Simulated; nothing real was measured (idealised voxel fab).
voxel self aligned contacts: a process module
Xsec cut, 255 nm wide, square cell size 5 nm.
Notation: cross-section as square-cell grid; stated in bands, top first, going down; one or more cell rows per band.
Heads up on the band format: heights come first, top then bottom, in nm. After that it's the materials left to right, each with its width in nm. A single material flagged "edge to edge" fills the whole band edge to edge, and "blank" means there's empty space there.
It should be noted that heights are counted from 0, beneath which the wafer as supplied is of one material throughout, and that the lowest band possesses no lower boundary but continues downward, as written in "z 0 and below".
Graded width ("30 to 40"): value in top row of band = first number; value in bottom row = second number; row-to-row change constant.
Take "all unchanged" at face value: in the step it is given for, the cross-section changed in none of its cells.
Look at "Completely sealed voids" for the closed voids: empty spaces with no open path to the top, sized 8 cells or up. Each is width x height at distance, distance from the left edge, all nm.
On a step's line, text after the settings is the simulator commenting on that step.
overlay nm, on a step with a mask: how far to the right of its planned place the mask lay; to the left if negative
## Below is the list of planned process steps
- 1: RECEIVE, material Si
- 2: OXIDIZE, depth nm 5
- 3: DIRECTIONAL_DEP, material polySi, thk nm 25
- 4: DIRECTIONAL_DEP, material SiN, thk nm 20
- 5: MASKED_ETCH, tone cover, mask id GATE, width nm 35, pitch nm 70, etch materials SiN, depth nm 20, overlay nm 0
- 6: MASKED_ETCH, tone cover, mask id GATE, width nm 35, pitch nm 70, etch materials polySi, depth nm 25, overlay nm 0
- 7: CONFORMAL_DEP, material SiN, thk nm 5
- 8: DIRECTIONAL_ETCH, etch materials SiN, depth nm 5
- 9: FILL_DEP, material SiO2, thk nm 10
- 10: CMP, height nm 50
- 11: DIRECTIONAL_DEP, material aC, thk nm 10
- 12: PATTERN, tone open, mask id CONTACT, material resist, width nm 45, thk nm 30, overlay nm 0
- 13: DIRECTIONAL_ETCH, etch materials aC, depth nm 10
- 14: STRIP, etch materials resist
- 15: DIRECTIONAL_ETCH, etch materials SiO2, depth nm 55
- 16: STRIP, etch materials aC
- 17: CONFORMAL_DEP, material TiN, thk nm 5
- 18: FILL_DEP, material W, thk nm 5
- 19: CMP, height nm 50
- 20: CONFORMAL_DEP, material SiCN, thk nm 5
## The cross-section here shows the wafer as received, i.e. in its state after step 1
    z 0 and below = Si edge to edge
    Completely sealed voids: none
## a wafer at the end: this start, this plan, one mistake
    z 55 to 50 = SiCN edge to edge
    z 50 to 40 = SiO2 105 to 70  TiN 5 to 40  W 35  TiN 5 to 40  SiO2 105 to 70
    z 40 to 30 = SiO2 70  TiN 5  W 105  TiN 5  SiO2 70
    z 30 to 25 = SiO2 70  TiN 45  W 25  TiN 45  SiO2 70
    z 25 to 5 = SiO2 70  TiN 5  polySi 35  TiN 5  W 25  TiN 5  polySi 35  TiN 5  SiO2 70
    z 5 to 0 = SiO2 70  TiN 5  polySi 35  TiN 10  W 15  TiN 10  polySi 35  TiN 5  SiO2 70
    z 0 to -5 = SiO2 115  TiN 25  SiO2 115
    z -5 and below = Si edge to edge
    Completely sealed voids: none
What went wrong in running the wafer? step 16 was not run as planned; what actually ran was STRIP, etch materials SiN
